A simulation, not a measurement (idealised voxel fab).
process module | voxel wiring stack
cross-section cut | 220 nm wide | cells 5 nm
A cross-section is a grid of square cells, given in bands from the top down. A band is one or more rows of cells.
Each band's line starts with the height of the band's top and of its bottom, in nm. Then come its materials from left to right, each with its width in nm. One material with "throughout" fills the band from edge to edge. "air" is empty space.
Height 0 is the level under which the wafer as received is all one material. The lowest band goes on downwards, as in "0 down".
A width such as "30 to 40" changes by the same amount from each row of cells to the next, from the band's top row to its bottom row.
"no change" after a step means that no cell of the cross-section changed.
closed voids: empty space of 8 cells or more with no open way to the top, each as width x height at its distance from the left edge, in nm
after a step's settings: what the simulator itself notes on the step
overlay nm, on a step with a mask: how far to the right of its planned place the mask lay; to the left if negative
plan
1 op RECEIVE | material Si
2 op CONFORMAL_DEP | material SiO2 | thk nm 10
3 op DIRECTIONAL_DEP | material TiN | thk nm 5
4 op DIRECTIONAL_DEP | material Ru | thk nm 15
5 op MASKED_ETCH | tone cover | mask id METAL_1 | width nm 30 | pitch nm 50 | etch materials Ru | depth nm 15 | overlay nm 0
6 op MASKED_ETCH | tone cover | mask id METAL_1 | width nm 30 | pitch nm 50 | etch materials TiN | depth nm 5 | overlay nm 0
7 op FILL_DEP | material lowk | thk nm 5
8 op CMP | height nm 30
9 op CONFORMAL_DEP | material SiCN | thk nm 5
10 op DIRECTIONAL_DEP | material lowk | thk nm 10
11 op MASKED_ETCH | tone open | mask id PLUG_1 | width nm 15 | pitch nm 50 | etch materials lowk | depth nm 10 | overlay nm 0
12 op MASKED_ETCH | tone open | mask id PLUG_1 | width nm 15 | pitch nm 50 | etch materials SiCN | depth nm 5 | overlay nm 0
13 op EPI | material Ru | thk nm 10
14 op EPI | material Ru | thk nm 5
15 op DIRECTIONAL_DEP | material TiN | thk nm 5
16 op DIRECTIONAL_DEP | material Ru | thk nm 20
17 op DIRECTIONAL_DEP | material aC | thk nm 10
18 op PATTERN | tone cover | mask id METAL_2 | material resist | width nm 30 | pitch nm 50 | thk nm 30 | overlay nm 0
19 op DIRECTIONAL_ETCH | etch materials aC | depth nm 10
20 op STRIP | etch materials resist
21 op DIRECTIONAL_ETCH | etch materials Ru | depth nm 20
22 op DIRECTIONAL_ETCH | etch materials TiN | depth nm 5
23 op STRIP | etch materials aC
24 op CONFORMAL_DEP | material SiN | thk nm 5
25 op FILL_DEP | material SiO2 | thk nm 5
26 op CMP | height nm 70
27 op CONFORMAL_DEP | material SiCN | thk nm 5
28 op DIRECTIONAL_DEP | material lowk | thk nm 20
29 op PATTERN | tone open | mask id PLUG_2 | material resist | width nm 15 | pitch nm 50 | thk nm 20 | overlay nm 0
30 op DIRECTIONAL_ETCH | etch materials lowk | depth nm 20
31 op DIRECTIONAL_ETCH | etch materials SiCN | depth nm 5
32 op STRIP | etch materials resist
33 op EPI | material Ru | thk nm 10
34 op EPI | material Ru | thk nm 10
35 op EPI | material Ru | thk nm 5
36 op CONFORMAL_DEP | material SiCN | thk nm 5
37 op DIRECTIONAL_DEP | material lowk | thk nm 25
38 op MASKED_ETCH | tone open | mask id METAL_3 | width nm 30 | pitch nm 50 | etch materials lowk | depth nm 25 | overlay nm 0
39 op MASKED_ETCH | tone open | mask id METAL_3 | width nm 30 | pitch nm 50 | etch materials SiCN | depth nm 5 | overlay nm 0
40 op CONFORMAL_DEP | material TiN | thk nm 5
41 op FILL_DEP | material W | thk nm 5
42 op CMP | height nm 125
43 op EPI | material Ru | thk nm 5
44 op FILL_DEP | material SiCN | thk nm 5
as received, after step 1
  0 down: Si throughout
  closed voids: none
a wafer at the end: this start, this plan, one mistake
  135 to 130: SiCN throughout
  130 to 125: SiCN 40 | Ru 40 | SiCN 10 | Ru 40 | SiCN 10 | Ru 40 | SiCN 40
  125 to 120: SiCN 45 | TiN 30 | SiCN 20 | TiN 30 | SiCN 20 | TiN 30 | SiCN 45
  120 to 95: lowk throughout
  95 to 75: lowk 45 | Ru 15 | lowk 35 | Ru 15 | lowk 35 | Ru 15 | lowk 60
  75 to 70: SiCN 45 | Ru 15 | SiCN 35 | Ru 15 | SiCN 35 | Ru 15 | SiCN 60
  70 to 50: SiO2 40 | SiN 5 | Ru 30 | SiN 5 | SiO2 10 | SiN 5 | Ru 30 | SiN 5 | SiO2 10 | SiN 5 | Ru 30 | SiN 5 | SiO2 40
  50 to 45: SiN 45 | TiN 30 | SiN 20 | TiN 30 | SiN 20 | TiN 30 | SiN 45
  45 to 35: lowk 45 | Ru 15 | lowk 35 | Ru 15 | lowk 35 | Ru 15 | lowk 60
  35 to 30: SiCN 45 | Ru 15 | SiCN 35 | Ru 15 | SiCN 35 | Ru 15 | SiCN 60
  30 to 15: lowk 45 | Ru 30 | lowk 20 | Ru 30 | lowk 20 | Ru 30 | lowk 45
  15 to 10: lowk 45 | TiN 30 | lowk 20 | TiN 30 | lowk 20 | TiN 30 | lowk 45
  10 to 0: SiO2 throughout
  0 down: Si throughout
  closed voids: none
what went wrong: steps 36 and 37 were swapped
